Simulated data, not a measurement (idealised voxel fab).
Process module, titled voxel ribs on slabs
Displayed cross-section: cut, width of 155 nm, square cells sized 5 nm.
Cross-section = grid of square cells, listed top down in bands; band = one or more rows.
Heads up on the band format: heights come first, top then bottom, in nm. After that it's the materials left to right, each with its width in nm. A single material flagged "full width" fills the whole band edge to edge, and "empty" means there's empty space there.
Below 0: as-received wafer, all one material; heights counted from there. Lowest band: no bottom, goes on down, written "top 0, no bottom".
The two numbers in a width such as "30->40" mark its ends across the band: the first belongs to the top row of cells, the second to the bottom row, and from each row to the next the width moves by the same amount.
Given "no change" for a step, no cell of the cross-section differs between before and after that step.
"Enclosed void list" means: voids of 8 cells or more that are shut off from the top with no open way through. Written width x height at distance, distance from the left edge, in nm.
Past the settings on a step's line: simulator remark, on that step.
"overlay nm" denotes, for a step that has a mask, the displacement of the mask to the right of its planned place, with negative values corresponding to the left.

## Set out below are the planned steps of the process
step 1: RECEIVE, material Si
step 2: DIRECTIONAL_DEP, material SiO2, thk nm 25
step 3: DIRECTIONAL_DEP, material SiN, thk nm 20
step 4: PATTERN, tone cover, mask id RIB, material resist, width nm 15, thk nm 15, overlay nm 0
step 5: DIRECTIONAL_ETCH, etch materials SiN, depth nm 5
step 6: STRIP, etch materials resist
step 7: PATTERN, tone cover, mask id SLAB, material resist, width nm 65, thk nm 15, overlay nm 0
step 8: DIRECTIONAL_ETCH, etch materials SiN, depth nm 15
step 9: STRIP, etch materials resist
step 10: FILL_DEP, material SiO2, thk nm 25
step 11: CMP, height nm 60
step 12: DIRECTIONAL_DEP, material TiN, thk nm 10
step 13: MASKED_ETCH, tone cover, mask id HEATER, width nm 25, etch materials TiN, depth nm 10, overlay nm 0
step 14: CONFORMAL_DEP, material SiO2, thk nm 5

## Concerning the first of two wafers, which was run in accordance with the plan

## Cross-sectional view of the wafer in its as-received condition, corresponding to the state after step 1
* top 0, no bottom  Si full width
* Enclosed void list: none

## Wafer after step 2 (cross-section)
* top 25, bottom 0  SiO2 full width
* Nothing below the height 0 has changed.

## Wafer after step 3 (cross-section)
* top 45, bottom 25  SiN full width
* Nothing below the height 25 has changed.

## Wafer after step 4 (cross-section)
* top 60, bottom 45  empty: 70 / resist: 15 / empty: 70
* Nothing below the height 45 has changed.

## Wafer after step 5 (cross-section)
* top 60, bottom 45  empty: 70 / resist: 15 / empty: 70
* top 45, bottom 40  empty: 70 / SiN: 15 / empty: 70
* Nothing below the height 40 has changed.

## Wafer after step 6 (cross-section)
* top 45, bottom 40  empty: 70 / SiN: 15 / empty: 70
* Nothing below the height 40 has changed.

## Wafer after step 7 (cross-section)
* top 60, bottom 45  empty: 45 / resist: 65 / empty: 45
* top 45, bottom 40  empty: 45 / resist: 25 / SiN: 15 / resist: 25 / empty: 45
* Nothing below the height 40 has changed.

## Wafer after step 8 (cross-section)
* top 60, bottom 45  empty: 45 / resist: 65 / empty: 45
* top 45, bottom 40  empty: 45 / resist: 25 / SiN: 15 / resist: 25 / empty: 45
* top 40, bottom 25  empty: 45 / SiN: 65 / empty: 45
* Nothing below the height 25 has changed.

## Wafer after step 9 (cross-section)
* top 45, bottom 40  empty: 70 / SiN: 15 / empty: 70
* Nothing below the height 40 has changed.

## Wafer after step 10 (cross-section)
* top 70, bottom 45  SiO2 full width
* top 45, bottom 40  SiO2: 70 / SiN: 15 / SiO2: 70
* top 40, bottom 25  SiO2: 45 / SiN: 65 / SiO2: 45
* Nothing below the height 25 has changed.

## Wafer after step 11 (cross-section)
* top 60, bottom 45  SiO2 full width
* Nothing below the height 45 has changed.

## Wafer after step 12 (cross-section)
* top 70, bottom 60  TiN full width
* Nothing below the height 60 has changed.

## Wafer after step 13 (cross-section)
* top 70, bottom 60  empty: 65 / TiN: 25 / empty: 65
* Nothing below the height 60 has changed.

## Wafer after step 14 (cross-section)
* top 75, bottom 70  empty: 60 / SiO2: 35 / empty: 60
* top 70, bottom 65  empty: 60 / SiO2: 5 / TiN: 25 / SiO2: 5 / empty: 60
* top 65, bottom 60  SiO2: 65 / TiN: 25 / SiO2: 65
* Nothing below the height 60 has changed.

## Notes, second wafer: start = first wafer's, plan = first wafer's, execution had one mistake; history identical to first through step 13

Second wafer, cross-section, planned end of step 14: no change
Processing error: plan step 14 never ran because it was skipped
At the finish, the second wafer shows more or fewer cells for some materials than the first does: -35 SiO2
